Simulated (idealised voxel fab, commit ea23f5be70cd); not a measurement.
Module name: voxel self aligned vias (process module)
The width of the displayed cross-section, cut, is 275 nm; its cells are square, with a size of 5 nm.
The cross-sections in this document take the form of a grid made of square cells. They are written out as bands, in order from top to bottom. Each band consists of one or more rows of cells.
This entry defines a band. It first specifies the height of the band's top and the height of its bottom in nm, and then specifies the band's materials from left to right, stating each material with its width in nm. The word "all across" identifies a single material that fills the band from edge to edge, while the word "empty" identifies empty space.
Convention: height 0 is the level below which the wafer, as received, is all one material. The lowest band does not terminate at the bottom but continues downward, represented as "0 nm and below".
The notation "30 to 40" denotes a width that varies across the rows of cells in the band, beginning at the first number in the top row, finishing at the second number in the bottom row, and changing by an identical amount from each row to the next.
"remained the same", as given for a step, is the statement that not any cell of the cross-section underwent a change during that step.
Entry "Listed closed voids". Content: empty spaces with no open connection to the top, size 8 cells or greater. Each: width x height at distance. Distance: from left edge. Unit: nm.
On each step's line, the part that comes after the settings is the simulator's own comment on the step.
The setting "overlay nm" may be written on the line of a step. When the step uses a mask, the value reports how far to the right of the planned place the mask lay, and a negative value reports that it lay to the left.
## plan
step 1: RECEIVE (material Si)
step 2: CONFORMAL_DEP (material SiO2; thk nm 15)
step 3: CONFORMAL_DEP (material SiCN; thk nm 5)
step 4: DIRECTIONAL_DEP (material lowk; thk nm 30)
step 5: DIRECTIONAL_DEP (material aC; thk nm 10)
step 6: PATTERN (tone open; mask id LINES; material resist; width nm 25; pitch nm 75; thk nm 30; overlay nm 0)
step 7: DIRECTIONAL_ETCH (etch materials aC; depth nm 10)
step 8: STRIP (etch materials resist)
step 9: DIRECTIONAL_ETCH (etch materials lowk; depth nm 30)
step 10: STRIP (etch materials aC)
step 11: CONFORMAL_DEP (material TiN; thk nm 5)
step 12: FILL_DEP (material Ru; thk nm 10)
step 13: CMP (height nm 50)
step 14: SELECTIVE_ETCH (etch materials W Ru TiN; depth nm 10)
step 15: FILL_DEP (material SiN; thk nm 5)
step 16: CMP (height nm 50)
step 17: DIRECTIONAL_DEP (material lowk; thk nm 20)
step 18: MASKED_ETCH (tone open; mask id VIAS; width nm 45; pitch nm 75; etch materials lowk; depth nm 20; overlay nm 0)
step 19: MASKED_ETCH (tone open; mask id VIAS; width nm 45; pitch nm 75; etch materials SiN; depth nm 10; overlay nm 0)
step 20: CONFORMAL_DEP (material TiN; thk nm 5)
step 21: FILL_DEP (material W; thk nm 5)
step 22: CMP (height nm 70)
step 23: CONFORMAL_DEP (material SiCN; thk nm 5)
## First wafer of two (run as planned)
## Here's what the wafer looked like in cross-section when it arrived - that's after step 1
  0 nm and below = Si all across
  Listed closed voids: none
## How the wafer stands in section after step 2
  15 nm to 0 nm = SiO2 all across
  Nothing below the height 0 has changed.
## How the wafer stands in section after step 3
  20 nm to 15 nm = SiCN all across
  Nothing below the height 15 has changed.
## How the wafer stands in section after step 4
  50 nm to 20 nm = lowk all across
  Nothing below the height 20 has changed.
## How the wafer stands in section after step 5
  60 nm to 50 nm = aC all across
  Nothing below the height 50 has changed.
## How the wafer stands in section after step 6
  90 nm to 60 nm = resist=50, empty=25, resist=50, empty=25, resist=50, empty=25, resist=50
  Nothing below the height 60 has changed.
## How the wafer stands in section after step 7
  80 nm to 60 nm = resist=50, empty=25, resist=50, empty=25, resist=50, empty=25, resist=50
  60 nm to 50 nm = aC=50, empty=25, aC=50, empty=25, aC=50, empty=25, aC=50
  Nothing below the height 50 has changed.
## How the wafer stands in section after step 8
  60 nm to 50 nm = aC=50, empty=25, aC=50, empty=25, aC=50, empty=25, aC=50
  Nothing below the height 50 has changed.
## How the wafer stands in section after step 9
  60 nm to 50 nm = aC=50, empty=25, aC=50, empty=25, aC=50, empty=25, aC=50
  50 nm to 20 nm = lowk=50, empty=25, lowk=50, empty=25, lowk=50, empty=25, lowk=50
  Nothing below the height 20 has changed.
## How the wafer stands in section after step 10
  50 nm to 20 nm = lowk=50, empty=25, lowk=50, empty=25, lowk=50, empty=25, lowk=50
  Nothing below the height 20 has changed.
## How the wafer stands in section after step 11
  55 nm to 50 nm = TiN=55, empty=15, TiN=60, empty=15, TiN=60, empty=15, TiN=55
  50 nm to 25 nm = lowk=50, TiN=5, empty=15, TiN=5, lowk=50, TiN=5, empty=15, TiN=5, lowk=50, TiN=5, empty=15, TiN=5, lowk=50
  25 nm to 20 nm = lowk=50, TiN=25, lowk=50, TiN=25, lowk=50, TiN=25, lowk=50
  Nothing below the height 20 has changed.
## How the wafer stands in section after step 12
  65 nm to 55 nm = Ru all across
  55 nm to 50 nm = TiN=55, Ru=15, TiN=60, Ru=15, TiN=60, Ru=15, TiN=55
  50 nm to 25 nm = lowk=50, TiN=5, Ru=15, TiN=5, lowk=50, TiN=5, Ru=15, TiN=5, lowk=50, TiN=5, Ru=15, TiN=5, lowk=50
  Nothing below the height 25 has changed.
## How the wafer stands in section after step 13
  50 nm to 25 nm = lowk=50, TiN=5, Ru=15, TiN=5, lowk=50, TiN=5, Ru=15, TiN=5, lowk=50, TiN=5, Ru=15, TiN=5, lowk=50
  Nothing below the height 25 has changed.
## How the wafer stands in section after step 14
  50 nm to 40 nm = lowk=50, empty=25, lowk=50, empty=25, lowk=50, empty=25, lowk=50
  Nothing below the height 40 has changed.
## How the wafer stands in section after step 15
  55 nm to 50 nm = SiN all across
  50 nm to 40 nm = lowk=50, SiN=25, lowk=50, SiN=25, lowk=50, SiN=25, lowk=50
  Nothing below the height 40 has changed.
## How the wafer stands in section after step 16
  50 nm to 40 nm = lowk=50, SiN=25, lowk=50, SiN=25, lowk=50, SiN=25, lowk=50
  Nothing below the height 40 has changed.
## How the wafer stands in section after step 17
  70 nm to 50 nm = lowk all across
  Nothing below the height 50 has changed.
## How the wafer stands in section after step 18
  70 nm to 50 nm = lowk=40, empty=45, lowk=30, empty=45, lowk=30, empty=45, lowk=40
  Nothing below the height 50 has changed.
## How the wafer stands in section after step 19
  70 nm to 50 nm = lowk=40, empty=45, lowk=30, empty=45, lowk=30, empty=45, lowk=40
  50 nm to 40 nm = lowk=50, empty=25, lowk=50, empty=25, lowk=50, empty=25, lowk=50
  Nothing below the height 40 has changed.
## How the wafer stands in section after step 20
  75 nm to 70 nm = TiN=45, empty=35, TiN=40, empty=35, TiN=40, empty=35, TiN=45
  70 nm to 55 nm = lowk=40, TiN=5, empty=35, TiN=5, lowk=30, TiN=5, empty=35, TiN=5, lowk=30, TiN=5, empty=35, TiN=5, lowk=40
  55 nm to 45 nm = lowk=40 to 50, TiN=15 to 5, empty=15, TiN=15 to 5, lowk=30 to 50, TiN=15 to 5, empty=15, TiN=15 to 5, lowk=30 to 50, TiN=15 to 5, empty=15, TiN=15 to 5, lowk=40 to 50
  45 nm to 40 nm = lowk=50, TiN=25, lowk=50, TiN=25, lowk=50, TiN=25, lowk=50
  Nothing below the height 40 has changed.
## How the wafer stands in section after step 21
  80 nm to 75 nm = W all across
  75 nm to 70 nm = TiN=45, W=35, TiN=40, W=35, TiN=40, W=35, TiN=45
  70 nm to 55 nm = lowk=40, TiN=5, W=35, TiN=5, lowk=30, TiN=5, W=35, TiN=5, lowk=30, TiN=5, W=35, TiN=5, lowk=40
  55 nm to 45 nm = lowk=40 to 50, TiN=15 to 5, W=15, TiN=15 to 5, lowk=30 to 50, TiN=15 to 5, W=15, TiN=15 to 5, lowk=30 to 50, TiN=15 to 5, W=15, TiN=15 to 5, lowk=40 to 50
  Nothing below the height 45 has changed.
## How the wafer stands in section after step 22
  70 nm to 55 nm = lowk=40, TiN=5, W=35, TiN=5, lowk=30, TiN=5, W=35, TiN=5, lowk=30, TiN=5, W=35, TiN=5, lowk=40
  Nothing below the height 55 has changed.
## How the wafer stands in section after step 23
  75 nm to 70 nm = SiCN all across
  Nothing below the height 70 has changed.
## Second wafer. Start and plan as for the first. One mistake made in running. Agrees with the first up to and including step 1
## The second wafer cut through, at the time step 2 was supposed to be finished
  30 nm to 0 nm = SiO2 all across
  Nothing below the height 0 has changed.
## The second wafer cut through, at the time step 3 was supposed to be finished
  35 nm to 30 nm = SiCN all across
  Nothing below the height 30 has changed.
## The second wafer cut through, at the time step 4 was supposed to be finished
  65 nm to 35 nm = lowk all across
  Nothing below the height 35 has changed.
## The second wafer cut through, at the time step 5 was supposed to be finished
  75 nm to 65 nm = aC all across
  Nothing below the height 65 has changed.
## The second wafer cut through, at the time step 6 was supposed to be finished
  105 nm to 75 nm = resist=50, empty=25, resist=50, empty=25, resist=50, empty=25, resist=50
  Nothing below the height 75 has changed.
## The second wafer cut through, at the time step 7 was supposed to be finished
  95 nm to 75 nm = resist=50, empty=25, resist=50, empty=25, resist=50, empty=25, resist=50
  75 nm to 65 nm = aC=50, empty=25, aC=50, empty=25, aC=50, empty=25, aC=50
  Nothing below the height 65 has changed.
## The second wafer cut through, at the time step 8 was supposed to be finished
  75 nm to 65 nm = aC=50, empty=25, aC=50, empty=25, aC=50, empty=25, aC=50
  Nothing below the height 65 has changed.
## The second wafer cut through, at the time step 9 was supposed to be finished
  75 nm to 65 nm = aC=50, empty=25, aC=50, empty=25, aC=50, empty=25, aC=50
  65 nm to 35 nm = lowk=50, empty=25, lowk=50, empty=25, lowk=50, empty=25, lowk=50
  Nothing below the height 35 has changed.
## The second wafer cut through, at the time step 10 was supposed to be finished
  65 nm to 35 nm = lowk=50, empty=25, lowk=50, empty=25, lowk=50, empty=25, lowk=50
  Nothing below the height 35 has changed.
## The second wafer cut through, at the time step 11 was supposed to be finished
  70 nm to 65 nm = TiN=55, empty=15, TiN=60, empty=15, TiN=60, empty=15, TiN=55
  65 nm to 40 nm = lowk=50, TiN=5, empty=15, TiN=5, lowk=50, TiN=5, empty=15, TiN=5, lowk=50, TiN=5, empty=15, TiN=5, lowk=50
  40 nm to 35 nm = lowk=50, TiN=25, lowk=50, TiN=25, lowk=50, TiN=25, lowk=50
  Nothing below the height 35 has changed.
## The second wafer cut through, at the time step 12 was supposed to be finished
  80 nm to 70 nm = Ru all across
  70 nm to 65 nm = TiN=55, Ru=15, TiN=60, Ru=15, TiN=60, Ru=15, TiN=55
  65 nm to 40 nm = lowk=50, TiN=5, Ru=15, TiN=5, lowk=50, TiN=5, Ru=15, TiN=5, lowk=50, TiN=5, Ru=15, TiN=5, lowk=50
  Nothing below the height 40 has changed.
## The second wafer cut through, at the time step 13 was supposed to be finished
  50 nm to 40 nm = lowk=50, TiN=5, Ru=15, TiN=5, lowk=50, TiN=5, Ru=15, TiN=5, lowk=50, TiN=5, Ru=15, TiN=5, lowk=50
  Nothing below the height 40 has changed.
## The second wafer cut through, at the time step 14 was supposed to be finished
  50 nm to 40 nm = lowk=50, empty=25, lowk=50, empty=25, lowk=50, empty=25, lowk=50
  Nothing below the height 40 has changed.
## The second wafer cut through, at the time step 15 was supposed to be finished
  55 nm to 50 nm = SiN all across
  50 nm to 40 nm = lowk=50, SiN=25, lowk=50, SiN=25, lowk=50, SiN=25, lowk=50
  Nothing below the height 40 has changed.
## The second wafer cut through, at the time step 16 was supposed to be finished
  50 nm to 40 nm = lowk=50, SiN=25, lowk=50, SiN=25, lowk=50, SiN=25, lowk=50
  Nothing below the height 40 has changed.
## The second wafer cut through, at the time step 17 was supposed to be finished
  70 nm to 50 nm = lowk all across
  Nothing below the height 50 has changed.
## The second wafer cut through, at the time step 18 was supposed to be finished
  70 nm to 50 nm = lowk=40, empty=45, lowk=30, empty=45, lowk=30, empty=45, lowk=40
  Nothing below the height 50 has changed.
## The second wafer cut through, at the time step 19 was supposed to be finished
  70 nm to 50 nm = lowk=40, empty=45, lowk=30, empty=45, lowk=30, empty=45, lowk=40
  50 nm to 40 nm = lowk=50, empty=25, lowk=50, empty=25, lowk=50, empty=25, lowk=50
  Nothing below the height 40 has changed.
## The second wafer cut through, at the time step 20 was supposed to be finished
  75 nm to 70 nm = TiN=45, empty=35, TiN=40, empty=35, TiN=40, empty=35, TiN=45
  70 nm to 55 nm = lowk=40, TiN=5, empty=35, TiN=5, lowk=30, TiN=5, empty=35, TiN=5, lowk=30, TiN=5, empty=35, TiN=5, lowk=40
  55 nm to 45 nm = lowk=40 to 50, TiN=15 to 5, empty=15, TiN=15 to 5, lowk=30 to 50, TiN=15 to 5, empty=15, TiN=15 to 5, lowk=30 to 50, TiN=15 to 5, empty=15, TiN=15 to 5, lowk=40 to 50
  45 nm to 35 nm = lowk=50, TiN=25, lowk=50, TiN=25, lowk=50, TiN=25, lowk=50
  Nothing below the height 35 has changed.
## The second wafer cut through, at the time step 21 was supposed to be finished
  80 nm to 75 nm = W all across
  75 nm to 70 nm = TiN=45, W=35, TiN=40, W=35, TiN=40, W=35, TiN=45
  70 nm to 55 nm = lowk=40, TiN=5, W=35, TiN=5, lowk=30, TiN=5, W=35, TiN=5, lowk=30, TiN=5, W=35, TiN=5, lowk=40
  55 nm to 45 nm = lowk=40 to 50, TiN=15 to 5, W=15, TiN=15 to 5, lowk=30 to 50, TiN=15 to 5, W=15, TiN=15 to 5, lowk=30 to 50, TiN=15 to 5, W=15, TiN=15 to 5, lowk=40 to 50
  Nothing below the height 45 has changed.
## The second wafer cut through, at the time step 22 was supposed to be finished
  70 nm to 55 nm = lowk=40, TiN=5, W=35, TiN=5, lowk=30, TiN=5, W=35, TiN=5, lowk=30, TiN=5, W=35, TiN=5, lowk=40
  Nothing below the height 55 has changed.
## The second wafer cut through, at the time step 23 was supposed to be finished
  75 nm to 70 nm = SiCN all across
  Nothing below the height 70 has changed.
Deviation noted in wafer processing: twice, step 2 of the plan was run
Wafer comparison, final, in cells, second relative to first, materials more or fewer: -27 Ru | +165 SiO2 | -18 TiN | -120 lowk
